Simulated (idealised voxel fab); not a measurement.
Name of the process module below: voxel quadruple lines
In the cross-section labelled cut, the width is 215 nm and each square cell is 5 nm.
A cross-section is written here as square cells arranged in a grid, and it is given in bands from the top down, each band taking up one or more rows of cells. It is stipulated that each band's entry specify, in nanometres, the height of the top of the band and then that of its bottom, followed by the materials of the band in left-to-right sequence, each together with its width in nanometres. A single material marked by the word "edge to edge" is understood to fill the band from edge to edge; the word "air" is understood to denote empty space. Heights from 0 (as-received wafer is one material below). Bottom band endless downward, as "top 0, no bottom". The expression "30..40" gives the width at the extremes of the band, the first number at its top row of cells and the second at its bottom row, with the width changing by equal amounts from each row to the next in between. Any step labelled "left unchanged" changed none of the cells in the cross-section. What "Sealed void list" gives you is every empty space of 8 cells or more that is cut off from the top. Each appears as width x height at distance, with the distance taken from the left edge and width, height and distance all in nm. Past the settings on a step's line: simulator remark, on that step. "overlay nm" answers the question of how far to the right of plan the mask lay on a step that has a mask, and when it is negative the answer is to the left.
So here's the lineup of process steps we planned:
- 1: RECEIVE [material Si]
- 2: CONFORMAL_DEP [material Al2O3] [thk nm 5]
- 3: DIRECTIONAL_DEP [material TiN] [thk nm 15]
- 4: DIRECTIONAL_DEP [material polySi] [thk nm 5]
- 5: DIRECTIONAL_DEP [material aC] [thk nm 20]
- 6: PATTERN [tone cover] [mask id MANDREL] [material resist] [width nm 20] [thk nm 30] [overlay nm 0]
- 7: DIRECTIONAL_ETCH [etch materials aC] [depth nm 20]
- 8: STRIP [etch materials resist]
- 9: CONFORMAL_DEP [material SiO2] [thk nm 10]
- 10: DIRECTIONAL_ETCH [etch materials SiO2] [depth nm 10]
- 11: STRIP [etch materials aC]
- 12: DIRECTIONAL_ETCH [etch materials polySi] [depth nm 15]
- 13: STRIP [etch materials SiO2]
- 14: CONFORMAL_DEP [material SiCN] [thk nm 5]
- 15: DIRECTIONAL_ETCH [etch materials SiCN] [depth nm 5]
- 16: STRIP [etch materials polySi]
- 17: DIRECTIONAL_ETCH [etch materials TiN] [depth nm 15]
- 18: STRIP [etch materials SiCN]
Heads up: all these wafers start the same, and what changes between them is the thk nm in step 4. The value you see in the plan is just what the first wafer got.
Step 1 complete: as-received cross-section of the first of several wafers:
top 0, no bottom  Si edge to edge
Sealed void list: none
The first of several wafers, seen in cross-section after the module's last step, step 18:
top 20, bottom 5  80 air / 5 TiN / 10 air / 5 TiN / 10 air / 5 TiN / 10 air / 5 TiN / 85 air
top 5, bottom 0  Al2O3 edge to edge
top 0, no bottom  Si edge to edge
Sealed void list: none
End of module, last wafer sectioned:
top 5, bottom 0  Al2O3 edge to edge
top 0, no bottom  Si edge to edge
Sealed void list: none
Basically each wafer gets a line in the table, showing it at the end of the module: material by material, the cells it gained (+) or lost (-) since we got it, then its closed voids:
thk nm 5, +43 Al2O3, +12 TiN, Sealed void list: none
thk nm 10, +43 Al2O3, +12 TiN, Sealed void list: none
thk nm 15, +43 Al2O3, +12 TiN, Sealed void list: none
thk nm 20, +43 Al2O3, Sealed void list: none
thk nm 25, +43 Al2O3, Sealed void list: none
thk nm 30, +43 Al2O3, Sealed void list: none
